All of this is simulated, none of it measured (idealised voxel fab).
Process module name: voxel gate over fins
FYI the section here is cut, 280 nm wide, cells are 5 nm squares.
A cross-section is a grid of square cells, given in bands from the top down. A band is one or more rows of cells. The entry gives the band's vertical extent as a top height and a bottom height in nm, then its horizontal make-up as materials from left to right, each with a width in nm. "empty" stands for empty space; a single material marked "all across" fills the band edge to edge. Height reference: 0 = level under which incoming wafer is all one material. Lowest band: no bottom, runs on downward, e.g. "z 0 and below". The width entry "30->40" should be interpreted row by row: the top row of cells in the band takes the first number, the bottom row takes the second number, and the change between adjacent rows is uniform throughout. Step note "remained the same" = no cross-section cell changed. Basically, "Completely enclosed voids" tells you about the enclosed voids: empty spaces with no open way to the top, 8 cells or bigger, each written width x height at distance, where distance is from the left edge, all in nm. Step line, after settings: the simulator's comment on this step. The line of a step may include "overlay nm". On a step with a mask, this value is how far to the right of its planned place the mask lay. A negative value means the mask lay to the left.
[plan]
| 1 | op RECEIVE | material Si |
| 2 | op CONFORMAL_DEP | material SiN | thk nm 5 |
| 3 | op PATTERN | tone cover | mask id FINS | material resist | width nm 15 | pitch nm 55 | thk nm 15 | overlay nm 0 |
| 4 | op DIRECTIONAL_ETCH | etch materials SiN | depth nm 5 |
| 5 | op DIRECTIONAL_ETCH | etch materials Si | depth nm 35 |
| 6 | op STRIP | etch materials resist |
| 7 | op OXIDIZE | depth nm 5 |
| 8 | op FILL_DEP | material SiO2 | thk nm 15 |
| 9 | op CMP | height nm 5 |
| 10 | op DIRECTIONAL_DEP | material aC | thk nm 10 |
| 11 | op PATTERN | tone open | mask id RAIL | material resist | width nm 15 | thk nm 25 | overlay nm 0 |
| 12 | op DIRECTIONAL_ETCH | etch materials aC | depth nm 10 |
| 13 | op STRIP | etch materials resist |
| 14 | op DIRECTIONAL_ETCH | etch materials SiO2 | depth nm 35 |
| 15 | op STRIP | etch materials aC |
| 16 | op CONFORMAL_DEP | material TiN | thk nm 5 |
| 17 | op FILL_DEP | material W | thk nm 5 |
| 18 | op CMP | height nm 5 |
| 19 | op SELECTIVE_ETCH | etch materials W Ru TiN | depth nm 25 |
| 20 | op FILL_DEP | material SiO2 | thk nm 5 |
| 21 | op CMP | height nm 5 |
| 22 | op SELECTIVE_ETCH | etch materials SiO2 | depth nm 15 |
| 23 | op STRIP | etch materials SiN |
| 24 | op CONFORMAL_DEP | material HfO2 | thk nm 5 |
| 25 | op CONFORMAL_DEP | material TiN | thk nm 5 |
| 26 | op CONFORMAL_DEP | material TiAl | thk nm 5 |
| 27 | op CONFORMAL_DEP | material TiN | thk nm 5 |
| 28 | op FILL_DEP | material W | thk nm 15 |
| 29 | op CMP | height nm 30 |
| 30 | op CONFORMAL_DEP | material SiN | thk nm 5 |
[As-received state of the wafer in cross-section, equivalent to post-step 1]
    z 0 and below: Si all across
    Completely enclosed voids: none
[Starting wafer: above. Plan: above. Run: one mistake. Cross-section after the module: below]
    z 35 to 30: SiN all across
    z 30 to 20: W all across
    z 20 to 15: 60 of W; 45 of TiN; 10 of W; 45 of TiN; 10 of W; 45 of TiN; 65 of W
    z 15 to 10: 60 of W; 5 of TiN; 35 of TiAl; 5 of TiN; 10 of W; 5 of TiN; 35 of TiAl; 5 of TiN; 10 of W; 5 of TiN; 35 of TiAl; 5 of TiN; 65 of W
    z 10 to 5: 60 of W; 5 of TiN; 5 of TiAl; 25 of TiN; 5 of TiAl; 5 of TiN; 10 of W; 5 of TiN; 5 of TiAl; 25 of TiN; 5 of TiAl; 5 of TiN; 10 of W; 5 of TiN; 5 of TiAl; 25 of TiN; 5 of TiAl; 5 of TiN; 65 of W
    z 5 to 0: 60 of W; 5 of TiN; 5 of TiAl; 5 of TiN; 15 of HfO2; 5 of TiN; 5 of TiAl; 5 of TiN; 10 of W; 5 of TiN; 5 of TiAl; 5 of TiN; 15 of HfO2; 5 of TiN; 5 of TiAl; 5 of TiN; 10 of W; 5 of TiN; 5 of TiAl; 5 of TiN; 15 of HfO2; 5 of TiN; 5 of TiAl; 5 of TiN; 65 of W
    z 0 to -5: 60 of W; 5 of TiN; 5 of TiAl; 5 of TiN; 5 of HfO2; 5 of Si; 5 of HfO2; 5 of TiN; 5 of TiAl; 20 of TiN; 5 of TiAl; 5 of TiN; 5 of HfO2; 5 of Si; 5 of HfO2; 5 of TiN; 5 of TiAl; 5 of TiN; 10 of W; 5 of TiN; 5 of TiAl; 5 of TiN; 5 of HfO2; 5 of Si; 5 of HfO2; 5 of TiN; 5 of TiAl; 5 of TiN; 65 of W
    z -5 to -10: 65 of TiN; 5 of TiAl; 5 of TiN; 5 of HfO2; 5 of Si; 5 of HfO2; 5 of TiN; 30 of TiAl; 5 of TiN; 5 of HfO2; 5 of Si; 5 of HfO2; 5 of TiN; 5 of TiAl; 20 of TiN; 5 of TiAl; 5 of TiN; 5 of HfO2; 5 of Si; 5 of HfO2; 5 of TiN; 5 of TiAl; 70 of TiN
    z -10 to -15: 70 of TiAl; 5 of TiN; 5 of HfO2; 5 of Si; 5 of HfO2; 40 of TiN; 5 of HfO2; 5 of Si; 5 of HfO2; 5 of TiN; 30 of TiAl; 5 of TiN; 5 of HfO2; 5 of Si; 5 of HfO2; 5 of TiN; 75 of TiAl
    z -15 to -20: 75 of TiN; 5 of HfO2; 5 of Si; 5 of HfO2; 5 of TiN; 25 of HfO2; 10 of TiN; 5 of HfO2; 5 of Si; 5 of HfO2; 40 of TiN; 5 of HfO2; 5 of Si; 5 of HfO2; 80 of TiN
    z -20 to -25: 80 of HfO2; 5 of Si; 15 of HfO2; 5 of TiN; 5 of W; 5 of TiN; 20 of HfO2; 5 of Si; 50 of HfO2; 5 of Si; 85 of HfO2
    z -25 to -30: 80 of SiO2; 5 of Si; 15 of SiO2; 15 of TiN; 20 of SiO2; 5 of Si; 50 of SiO2; 5 of Si; 85 of SiO2
    z -30 to -40: 80 of SiO2; 5 of Si; 50 of SiO2; 5 of Si; 50 of SiO2; 5 of Si; 85 of SiO2
    z -40 and below: Si all across
    Completely enclosed voids: none
Deviation from plan: step 22 of the plan was executed twice over
